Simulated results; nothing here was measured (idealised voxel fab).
Name of the process module below: voxel ribs on slabs
cross-section cut | 270 nm wide | cells 5 nm
Cross-section spec: square-cell grid; bands listed top down; each band is one or more rows. Top, bottom (nm), then materials left to right with widths (nm); lone material tagged "full width" fills the whole band edge to edge; "air" = empty space. Measure heights from 0. That's the level where, below it, the as-received wafer is all one material. The lowest band is bottomless and extends downward; write it as in "0..down". A width given as "30->40" starts at the first number in the band's top row and ends at the second number in its bottom row, shifting by an equal amount at every step from row to row. Step note "changes: none" = no cross-section cell changed. The entry "Closed-off voids" lists the empty spaces that cover at least 8 cells and have no open path to the top. Each is written as width x height at distance, where the distance is measured from the left edge and all three values are in nm. Where a step's line continues beyond its settings, the continuation is a remark by the simulator itself on that step. The "overlay nm" setting may appear on a step's line; for a step that uses a mask, it gives how far to the right of its planned position the mask lay, and a negative value indicates the left.

**Below is the list of planned process steps**
1,RECEIVE with material Si
2,DIRECTIONAL_DEP with material SiO2, thk nm 30
3,DIRECTIONAL_DEP with material SiN, thk nm 20
4,MASKED_ETCH with tone cover, mask id RIB, width nm 20, etch materials SiN, depth nm 15, overlay nm 0
5,MASKED_ETCH with tone cover, mask id SLAB, width nm 50, etch materials SiN, depth nm 5, overlay nm 0
6,FILL_DEP with material SiO2, thk nm 20
7,CMP with height nm 65
8,DIRECTIONAL_DEP with material TiN, thk nm 5
9,DIRECTIONAL_DEP with material aC, thk nm 15
10,PATTERN with tone cover, mask id HEATER, material resist, width nm 30, thk nm 35, overlay nm 0
11,DIRECTIONAL_ETCH with etch materials aC, depth nm 15
12,STRIP with etch materials resist
13,DIRECTIONAL_ETCH with etch materials TiN, depth nm 5
14,STRIP with etch materials aC
15,CONFORMAL_DEP with material SiO2, thk nm 5

**Cross-section of the wafer upon arrival, representing the state reached after step 1**
    0..down  Si full width
    Closed-off voids: none

**Result of the module, cross-sectioned: start per above, plan per above, one error in how it was run**
    75..70  air 115 nm | SiO2 40 nm | air 115 nm
    70..65  SiO2 120 nm | TiN 30 nm | SiO2 120 nm
    65..50  SiO2 full width
    50..35  SiO2 125 nm | SiN 20 nm | SiO2 125 nm
    35..30  SiO2 120 nm | SiN 50 nm | SiO2 100 nm
    30..0  SiO2 full width
    0..down  Si full width
    Closed-off voids: none
Want to know what went wrong? note that step 5 departed from the planned setting and was carried out as MASKED_ETCH with tone cover, mask id SLAB, width nm 50, etch materials SiN, depth nm 5, overlay nm 10
